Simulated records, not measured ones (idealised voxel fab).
The process module that follows is named voxel transistor to metal.
The figure presents cross-section cut, which has a width of 165 nm and is divided into square cells with an edge length of 5 nm.
If you're reading a cross-section in this doc, picture square cells in a grid; it comes to you as bands, top ones listed first down to the bottom, and a band can be one or more rows of cells.
What a band's entry tells you: where the top is and where the bottom is, as heights in nm, and after that what lies inside, material by material from left to right, each with its width in nm. Empty space is written as the word "blank", and a single material marked with the word "full width" occupies the band from edge to edge.
Height 0 is the level under which the wafer as received is all one material. The lowest band goes on downwards, as in "top 0, no bottom".
A width given as "30..40" starts at the first number in the band's top row and ends at the second number in its bottom row, shifting by an equal amount at every step from row to row.
"all unchanged", as given for a step, is the statement that not any cell of the cross-section underwent a change during that step.
Reported under the label "Voids lacking openings" are the empty spaces having no open way to the top and comprising 8 cells or more; the notation for each is width x height at distance, in which the distance is measured from the left edge and all three values are in nm.
after a step's settings: what the simulator itself notes on the step
A step line may carry the setting "overlay nm", which, for steps involving a mask, states the distance by which the mask lay to the right of its intended position; negative values denote displacement to the left.
-- Process steps (planned)
1. RECEIVE: material Si
2. CONFORMAL_DEP: material SiO2, thk nm 5
3. CONFORMAL_DEP: material SiN, thk nm 10
4. DIRECTIONAL_DEP: material aC, thk nm 15
5. PATTERN: tone cover, mask id ACTIVE, material resist, width nm 105, thk nm 30, overlay nm 0
6. DIRECTIONAL_ETCH: etch materials aC, depth nm 15
7. STRIP: etch materials resist
8. DIRECTIONAL_ETCH: etch materials SiN, depth nm 10
9. DIRECTIONAL_ETCH: etch materials SiO2, depth nm 5
10. DIRECTIONAL_ETCH: etch materials Si, depth nm 35
11. STRIP: etch materials aC
12. FILL_DEP: material SiO2, thk nm 10
13. CMP: height nm 15
14. SELECTIVE_ETCH: etch materials SiO2, depth nm 5
15. STRIP: etch materials SiN
16. SELECTIVE_ETCH: etch materials SiO2, depth nm 5
17. OXIDIZE: depth nm 5
18. DIRECTIONAL_DEP: material polySi, thk nm 30
19. DIRECTIONAL_DEP: material SiCN, thk nm 10
20. PATTERN: tone cover, mask id GATE, material resist, width nm 25, thk nm 20, overlay nm 0
21. DIRECTIONAL_ETCH: etch materials SiCN, depth nm 20
22. DIRECTIONAL_ETCH: etch materials polySi, depth nm 40
23. STRIP: etch materials resist
24. CONFORMAL_DEP: material SiN, thk nm 10
25. DIRECTIONAL_ETCH: etch materials SiN, depth nm 10
26. DIRECTIONAL_ETCH: etch materials SiO2, depth nm 5
27. DIRECTIONAL_ETCH: etch materials Si, depth nm 5
28. EPI: material pSi, thk nm 5
29. FILL_DEP: material SiO2, thk nm 10
30. CMP: height nm 40
31. DIRECTIONAL_DEP: material SiO2, thk nm 15
32. PATTERN: tone open, mask id CONTACT, material resist, width nm 30, pitch nm 65, thk nm 20, overlay nm 0
33. DIRECTIONAL_ETCH: etch materials SiO2, depth nm 60
34. STRIP: etch materials resist
35. CONFORMAL_DEP: material TiN, thk nm 5
36. FILL_DEP: material Ru, thk nm 5
37. CMP: height nm 55
38. DIRECTIONAL_DEP: material TiN, thk nm 5
39. DIRECTIONAL_DEP: material Ru, thk nm 20
40. PATTERN: tone cover, mask id METAL_1, material resist, width nm 15, pitch nm 80, thk nm 20, overlay nm 0
41. DIRECTIONAL_ETCH: etch materials Ru, depth nm 20
42. DIRECTIONAL_ETCH: etch materials TiN, depth nm 5
43. STRIP: etch materials resist
44. CONFORMAL_DEP: material SiN, thk nm 5
45. FILL_DEP: material lowk, thk nm 10
46. CMP: height nm 80
47. CONFORMAL_DEP: material SiN, thk nm 5
-- Cross-section of the incoming wafer, state after step 1
    top 0, no bottom  Si full width
    Voids lacking openings: none
-- Post-module cross-section: identical start and plan to those above, one misstep in execution
    top 85, bottom 80  SiN full width
    top 80, bottom 60  lowk 40  SiN 5  Ru 15  SiN 5  lowk 55  SiN 5  Ru 15  SiN 5  lowk 20
    top 60, bottom 55  SiN 45  TiN 15  SiN 65  TiN 15  SiN 25
    top 55, bottom 45  SiO2 35  TiN 5  Ru 20  TiN 5  SiO2 35  TiN 5  Ru 20  TiN 5  SiO2 35
    top 45, bottom 40  SiO2 35  TiN 5  Ru 15  TiN 10  SiO2 35  TiN 10  Ru 15  TiN 5  SiO2 35
    top 40, bottom 30  SiO2 35  TiN 5  Ru 15  TiN 5  SiN 10  SiCN 25  SiN 10  TiN 5  Ru 15  TiN 5  SiO2 35
    top 30, bottom 5  SiO2 35  TiN 5  Ru 15  TiN 5  SiN 10  polySi 25  SiN 10  TiN 5  Ru 15  TiN 5  SiO2 35
    top 5, bottom 0  SiO2 25  SiN 10  TiN 10  Ru 5  TiN 10  SiN 10  polySi 25  SiN 10  TiN 10  Ru 5  TiN 10  SiN 10  SiO2 25
    top 0, bottom -5  SiO2 35  pSi 5  TiN 15  pSi 5  SiO2 45  pSi 5  TiN 15  pSi 5  SiO2 35
    top -5, bottom -10  SiO2 30  Si 5  pSi 25  Si 45  pSi 25  Si 5  SiO2 30
    top -10, bottom -35  SiO2 30  Si 105  SiO2 30
    top -35, no bottom  Si full width
    Voids lacking openings: none
Error vs. plan: step 40 did not happen as planned, as run it was PATTERN: tone cover, mask id METAL_1, material resist, width nm 15, pitch nm 80, thk nm 20, overlay nm 10
